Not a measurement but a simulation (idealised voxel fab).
Proc. module: voxel spacer lines
For reference, the cross-section in this document is cut, with width 165 nm and square cells of 5 nm.
A cross-section is a grid of square cells, given in bands from the top down. A band is one or more rows of cells.
Quick guide to a band line: top height, bottom height (nm) up front; then every material left to right with its width in nm. Only one material and it's marked "full width"? Then it fills the band edge to edge. And "blank" just means empty space.
Zero point of the height axis is 0; under it, received wafer = one material. Lowest band: continues down indefinitely, "0 -> down".
You'd read "30..40" like this: the band's top row of cells is as wide as the first number, its bottom row is as wide as the second, and going down, every row changes width by the same amount as the row before did.
You'll sometimes find "identical to before" written for a step, and that's the way of saying that nowhere in the cross-section did a cell change during that step.
If an empty space has no open way to the top and is at least 8 cells in size, "Sealed internal voids" lists it, written width x height at distance, where distance is measured from the left edge and every value is in nm.
after a step's settings: what the simulator itself notes on the step
overlay nm: mask offset rightward from planned place, masked step; negative means leftward offset.

Steps planned for the process
1. RECEIVE,material Si
2. CONFORMAL_DEP,material Al2O3,thk nm 5
3. DIRECTIONAL_DEP,material polySi,thk nm 20
4. DIRECTIONAL_DEP,material aC,thk nm 30
5. PATTERN,tone cover,mask id MANDREL,material resist,width nm 20,pitch nm 70,thk nm 35,overlay nm 0
6. DIRECTIONAL_ETCH,etch materials aC,depth nm 30
7. STRIP,etch materials resist
8. CONFORMAL_DEP,material SiO2,thk nm 15
9. DIRECTIONAL_ETCH,etch materials SiO2,depth nm 15
10. STRIP,etch materials aC
11. DIRECTIONAL_ETCH,etch materials polySi,depth nm 20
12. STRIP,etch materials SiO2

First wafer out of two, processed as planned

Cross-section, incoming material, after step 1
  0 -> down = Si full width
  Sealed internal voids: none

Cross-section of the wafer subsequent to step 2
  5 -> 0 = Al2O3 full width
  For the remainder of the cross-section, below 0, there is no change.

Cross-section of the wafer subsequent to step 3
  25 -> 5 = polySi full width
  For the remainder of the cross-section, below 5, there is no change.

Cross-section of the wafer subsequent to step 4
  55 -> 25 = aC full width
  For the remainder of the cross-section, below 25, there is no change.

Cross-section of the wafer subsequent to step 5
  90 -> 55 = 35 of blank | 20 of resist | 50 of blank | 20 of resist | 40 of blank
  For the remainder of the cross-section, below 55, there is no change.

Cross-section of the wafer subsequent to step 6
  60 -> 55 = 35 of blank | 20 of resist | 50 of blank | 20 of resist | 40 of blank
  55 -> 25 = 35 of blank | 20 of aC | 50 of blank | 20 of aC | 40 of blank
  For the remainder of the cross-section, below 25, there is no change.

Cross-section of the wafer subsequent to step 7
  55 -> 25 = 35 of blank | 20 of aC | 50 of blank | 20 of aC | 40 of blank
  For the remainder of the cross-section, below 25, there is no change.

Cross-section of the wafer subsequent to step 8
  70 -> 55 = 20 of blank | 50 of SiO2 | 20 of blank | 50 of SiO2 | 25 of blank
  55 -> 40 = 20 of blank | 15 of SiO2 | 20 of aC | 15 of SiO2 | 20 of blank | 15 of SiO2 | 20 of aC | 15 of SiO2 | 25 of blank
  40 -> 25 = 35 of SiO2 | 20 of aC | 50 of SiO2 | 20 of aC | 40 of SiO2
  For the remainder of the cross-section, below 25, there is no change.

Cross-section of the wafer subsequent to step 9
  55 -> 25 = 20 of blank | 15 of SiO2 | 20 of aC | 15 of SiO2 | 20 of blank | 15 of SiO2 | 20 of aC | 15 of SiO2 | 25 of blank
  For the remainder of the cross-section, below 25, there is no change.

Cross-section of the wafer subsequent to step 10
  55 -> 25 = 20 of blank | 15 of SiO2 | 20 of blank | 15 of SiO2 | 20 of blank | 15 of SiO2 | 20 of blank | 15 of SiO2 | 25 of blank
  For the remainder of the cross-section, below 25, there is no change.

Cross-section of the wafer subsequent to step 11
  55 -> 25 = 20 of blank | 15 of SiO2 | 20 of blank | 15 of SiO2 | 20 of blank | 15 of SiO2 | 20 of blank | 15 of SiO2 | 25 of blank
  25 -> 5 = 20 of blank | 15 of polySi | 20 of blank | 15 of polySi | 20 of blank | 15 of polySi | 20 of blank | 15 of polySi | 25 of blank
  For the remainder of the cross-section, below 5, there is no change.

Cross-section of the wafer subsequent to step 12
  25 -> 5 = 20 of blank | 15 of polySi | 20 of blank | 15 of polySi | 20 of blank | 15 of polySi | 20 of blank | 15 of polySi | 25 of blank
  For the remainder of the cross-section, below 5, there is no change.

Notes, second wafer: start = first wafer's, plan = first wafer's, execution had one mistake; history identical to first through step 4

Cross-section, second wafer, at the end time the plan gives for step 5
  90 -> 55 = 30 of blank | 30 of resist | 40 of blank | 30 of resist | 35 of blank
  For the remainder of the cross-section, below 55, there is no change.

Cross-section, second wafer, at the end time the plan gives for step 6
  60 -> 55 = 30 of blank | 30 of resist | 40 of blank | 30 of resist | 35 of blank
  55 -> 25 = 30 of blank | 30 of aC | 40 of blank | 30 of aC | 35 of blank
  For the remainder of the cross-section, below 25, there is no change.

Cross-section, second wafer, at the end time the plan gives for step 7
  55 -> 25 = 30 of blank | 30 of aC | 40 of blank | 30 of aC | 35 of blank
  For the remainder of the cross-section, below 25, there is no change.

Cross-section, second wafer, at the end time the plan gives for step 8
  70 -> 55 = 15 of blank | 60 of SiO2 | 10 of blank | 60 of SiO2 | 20 of blank
  55 -> 40 = 15 of blank | 15 of SiO2 | 30 of aC | 15 of SiO2 | 10 of blank | 15 of SiO2 | 30 of aC | 15 of SiO2 | 20 of blank
  40 -> 25 = 30 of SiO2 | 30 of aC | 40 of SiO2 | 30 of aC | 35 of SiO2
  For the remainder of the cross-section, below 25, there is no change.

Cross-section, second wafer, at the end time the plan gives for step 9
  55 -> 25 = 15 of blank | 15 of SiO2 | 30 of aC | 15 of SiO2 | 10 of blank | 15 of SiO2 | 30 of aC | 15 of SiO2 | 20 of blank
  For the remainder of the cross-section, below 25, there is no change.

Cross-section, second wafer, at the end time the plan gives for step 10
  55 -> 25 = 15 of blank | 15 of SiO2 | 30 of blank | 15 of SiO2 | 10 of blank | 15 of SiO2 | 30 of blank | 15 of SiO2 | 20 of blank
  For the remainder of the cross-section, below 25, there is no change.

Cross-section, second wafer, at the end time the plan gives for step 11
  55 -> 25 = 15 of blank | 15 of SiO2 | 30 of blank | 15 of SiO2 | 10 of blank | 15 of SiO2 | 30 of blank | 15 of SiO2 | 20 of blank
  25 -> 5 = 15 of blank | 15 of polySi | 30 of blank | 15 of polySi | 10 of blank | 15 of polySi | 30 of blank | 15 of polySi | 20 of blank
  For the remainder of the cross-section, below 5, there is no change.

Cross-section, second wafer, at the end time the plan gives for step 12
  25 -> 5 = 15 of blank | 15 of polySi | 30 of blank | 15 of polySi | 10 of blank | 15 of polySi | 30 of blank | 15 of polySi | 20 of blank
  For the remainder of the cross-section, below 5, there is no change.
Plan not followed: in deviation from the planned setting, step 5 was conducted as PATTERN,tone cover,mask id MANDREL,material resist,width nm 30,pitch nm 70,thk nm 35,overlay nm 0
The two final wafers agree on how many cells each material fills and disagree on which cells those are.
